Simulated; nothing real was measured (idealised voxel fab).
Process module under the name voxel lift off
Square cell edge 5 nm, section width 295 nm, ID cut.
In this document a cross-section is written as a grid of square cells. It is given as a series of bands, listed from the top down, and a band is one or more rows of cells.
Quick guide to a band line: top height, bottom height (nm) up front; then every material left to right with its width in nm. Only one material and it's marked "edge to edge"? Then it fills the band edge to edge. And "empty" just means empty space.
Note: height 0 marks the level under which the wafer is uniformly one material as received. Lowest band unbounded below, written "0..down".
With a width like "30 to 40", each row of cells in the band differs from the next by the same amount, the top row carrying the first number and the bottom row the second.
Step marked "identical to before"? Then no cell in the cross-section changed in it.
Listed in "Listed closed voids": every empty space of 8 or more cells without an open way to the top. Form: width x height at distance, the distance being from the left edge, all in nm.
Past the settings on a step's line: simulator remark, on that step.
A step's line can hold "overlay nm"; with a mask on that step, the setting says how far right of the planned place the mask lay, while a negative setting says it lay to the left.
**Set out below are the planned steps of the process**
1) RECEIVE with material Si
2) CONFORMAL_DEP with material SiO2, thk nm 5
3) PATTERN with tone open, mask id LINES, material resist, width nm 20, pitch nm 40, thk nm 30, overlay nm 0
4) DIRECTIONAL_DEP with material Ru, thk nm 15
5) STRIP with etch materials resist
6) CONFORMAL_DEP with material SiN, thk nm 5
**Account of the first of two wafers, which was processed as intended**
**This is the cross-section of the wafer as we received it, i.e. after step 1**
	0..down  Si edge to edge
	Listed closed voids: none
**Cross-section through the wafer, step 2 finished**
	5..0  SiO2 edge to edge
	No changes below 0.
**Cross-section through the wafer, step 3 finished**
	35..5  115 of resist | 20 of empty | 20 of resist | 20 of empty | 120 of resist
	No changes below 5.
**Cross-section through the wafer, step 4 finished**
	50..35  115 of Ru | 20 of empty | 20 of Ru | 20 of empty | 120 of Ru
	35..20  115 of resist | 20 of empty | 20 of resist | 20 of empty | 120 of resist
	20..5  115 of resist | 20 of Ru | 20 of resist | 20 of Ru | 120 of resist
	No changes below 5.
**Cross-section through the wafer, step 5 finished**
	20..5  115 of empty | 20 of Ru | 20 of empty | 20 of Ru | 120 of empty
	No changes below 5.
**Cross-section through the wafer, step 6 finished**
	25..20  110 of empty | 30 of SiN | 10 of empty | 30 of SiN | 115 of empty
	20..10  110 of empty | 5 of SiN | 20 of Ru | 5 of SiN | 10 of empty | 5 of SiN | 20 of Ru | 5 of SiN | 115 of empty
	10..5  115 of SiN | 20 of Ru | 20 of SiN | 20 of Ru | 120 of SiN
	No changes below 5.
**What follows concerns the second wafer, which started out like the first and was meant to follow the very same plan; one mistake crept in when it was run, but everything up to and including step 1 is the same as for the first wafer**
**Planned end of step 2: second wafer, cross-section**
	15..0  SiO2 edge to edge
	No changes below 0.
**Planned end of step 3: second wafer, cross-section**
	45..15  115 of resist | 20 of empty | 20 of resist | 20 of empty | 120 of resist
	No changes below 15.
**Planned end of step 4: second wafer, cross-section**
	60..45  115 of Ru | 20 of empty | 20 of Ru | 20 of empty | 120 of Ru
	45..30  115 of resist | 20 of empty | 20 of resist | 20 of empty | 120 of resist
	30..15  115 of resist | 20 of Ru | 20 of resist | 20 of Ru | 120 of resist
	No changes below 15.
**Planned end of step 5: second wafer, cross-section**
	30..15  115 of empty | 20 of Ru | 20 of empty | 20 of Ru | 120 of empty
	No changes below 15.
**Planned end of step 6: second wafer, cross-section**
	35..30  110 of empty | 30 of SiN | 10 of empty | 30 of SiN | 115 of empty
	30..20  110 of empty | 5 of SiN | 20 of Ru | 5 of SiN | 10 of empty | 5 of SiN | 20 of Ru | 5 of SiN | 115 of empty
	20..15  115 of SiN | 20 of Ru | 20 of SiN | 20 of Ru | 120 of SiN
	No changes below 15.
Here's what went sideways: so step 2 ended up running with a different setting than we planned, it ran as CONFORMAL_DEP with material SiO2, thk nm 15
Materials where the second wafer ends with more or fewer cells than the first: +118 SiO2
